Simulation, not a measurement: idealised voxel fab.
voxel capacitor over wiring: a process module
In the cross-section labelled cut, the width is 170 nm and each square cell is 5 nm.
Heads up, the way a cross-section reads in here is a grid of square cells, handed over as bands from the top down, with every band being one or more rows of cells. Band: top height; bottom height; in nm. Then, left to right: material with width in nm, for each material. "all across": a single material spanning edge to edge. "blank": empty space. It should be noted that heights are counted from 0, beneath which the wafer as supplied is of one material throughout, and that the lowest band possesses no lower boundary but continues downward, as written in "0 down". When a width is written as two numbers, as in "30..40", the first number is the width in the top row of cells of the band and the second is the width in its bottom row, and the width changes by the same amount from each row to the next. Where a step carries "changes: none", the cross-section came out of it unchanged, cell for cell. "Closed cavity list" specifies each empty space that is not open to the top and that occupies no fewer than 8 cells, using the form width x height at distance, the distance measured from the left edge and all three quantities in nm. Whatever follows a step's settings on its line is a remark the simulator itself makes about that step. Steps that use a mask can have "overlay nm" on their line. It says how far the mask sat to the right of where it was meant to be. Negative means to the left.

## Process steps - plan
step 1: op RECEIVE | material Si
step 2: op CONFORMAL_DEP | material SiO2 | thk nm 10
step 3: op CONFORMAL_DEP | material SiCN | thk nm 5
step 4: op DIRECTIONAL_DEP | material lowk | thk nm 25
step 5: op MASKED_ETCH | tone open | mask id METAL_1 | width nm 30 | pitch nm 100 | etch materials lowk | depth nm 25 | overlay nm 0
step 6: op MASKED_ETCH | tone open | mask id METAL_1 | width nm 30 | pitch nm 100 | etch materials SiCN | depth nm 5 | overlay nm 0
step 7: op CONFORMAL_DEP | material TiN | thk nm 5
step 8: op FILL_DEP | material Ru | thk nm 5
step 9: op CMP | height nm 40
step 10: op CONFORMAL_DEP | material SiCN | thk nm 5
step 11: op DIRECTIONAL_DEP | material SiO2 | thk nm 10
step 12: op DIRECTIONAL_DEP | material aC | thk nm 10
step 13: op PATTERN | tone open | mask id PLUG_1 | material resist | width nm 15 | thk nm 30 | overlay nm 0
step 14: op DIRECTIONAL_ETCH | etch materials aC | depth nm 10
step 15: op STRIP | etch materials resist
step 16: op DIRECTIONAL_ETCH | etch materials SiO2 | depth nm 10
step 17: op DIRECTIONAL_ETCH | etch materials SiCN | depth nm 5
step 18: op STRIP | etch materials aC
step 19: op EPI | material Ru | thk nm 10
step 20: op EPI | material Ru | thk nm 5
step 21: op DIRECTIONAL_DEP | material TiN | thk nm 5
step 22: op DIRECTIONAL_DEP | material SiN | thk nm 5
step 23: op DIRECTIONAL_DEP | material TiN | thk nm 5
step 24: op DIRECTIONAL_DEP | material aC | thk nm 10
step 25: op PATTERN | tone cover | mask id UPPER_PLATE | material resist | width nm 75 | thk nm 30 | overlay nm 0
step 26: op DIRECTIONAL_ETCH | etch materials aC | depth nm 10
step 27: op STRIP | etch materials resist
step 28: op DIRECTIONAL_ETCH | etch materials TiN | depth nm 5
step 29: op DIRECTIONAL_ETCH | etch materials SiN | depth nm 5
step 30: op STRIP | etch materials aC
step 31: op PATTERN | tone cover | mask id LOWER_PLATE | material resist | width nm 85 | thk nm 20 | overlay nm 0
step 32: op DIRECTIONAL_ETCH | etch materials TiN | depth nm 5
step 33: op STRIP | etch materials resist
step 34: op FILL_DEP | material SiO2 | thk nm 20
step 35: op CMP | height nm 85
step 36: op PATTERN | tone open | mask id PLUG_2 | material resist | width nm 15 | thk nm 15 | overlay nm 0
step 37: op DIRECTIONAL_ETCH | etch materials SiO2 | depth nm 15
step 38: op STRIP | etch materials resist
step 39: op CONFORMAL_DEP | material TiN | thk nm 5
step 40: op FILL_DEP | material W | thk nm 10
step 41: op CMP | height nm 85
step 42: op CONFORMAL_DEP | material SiN | thk nm 5

## Cross-section: wafer on arrival = after step 1
* 0 down = Si all across
* Closed cavity list: none

## Wafer at module end, in section. Began as above, planned as above, run with one mistake
* 90 to 85 = SiN all across
* 85 to 75 = SiO2 (45), then TiN (5), then W (5), then TiN (5), then SiO2 (110)
* 75 to 65 = SiO2 (45..35), then TiN (15..75), then SiO2 (110..60)
* 65 to 60 = SiO2 (35), then SiN (75), then SiO2 (60)
* 60 to 55 = SiO2 (30), then TiN (85), then SiO2 (55)
* 55 to 45 = SiO2 (35), then Ru (15), then SiO2 (120)
* 45 to 40 = SiCN (35), then Ru (15), then SiCN (120)
* 40 to 35 = SiCN (20), then TiN (30), then SiCN (70), then TiN (30), then SiCN (20)
* 35 to 10 = lowk all across
* 10 to 0 = SiO2 all across
* 0 down = Si all across
* Closed cavity list: none
The plan and the run diverged here: note: step 3 <-> step 4, run order reversed vs plan
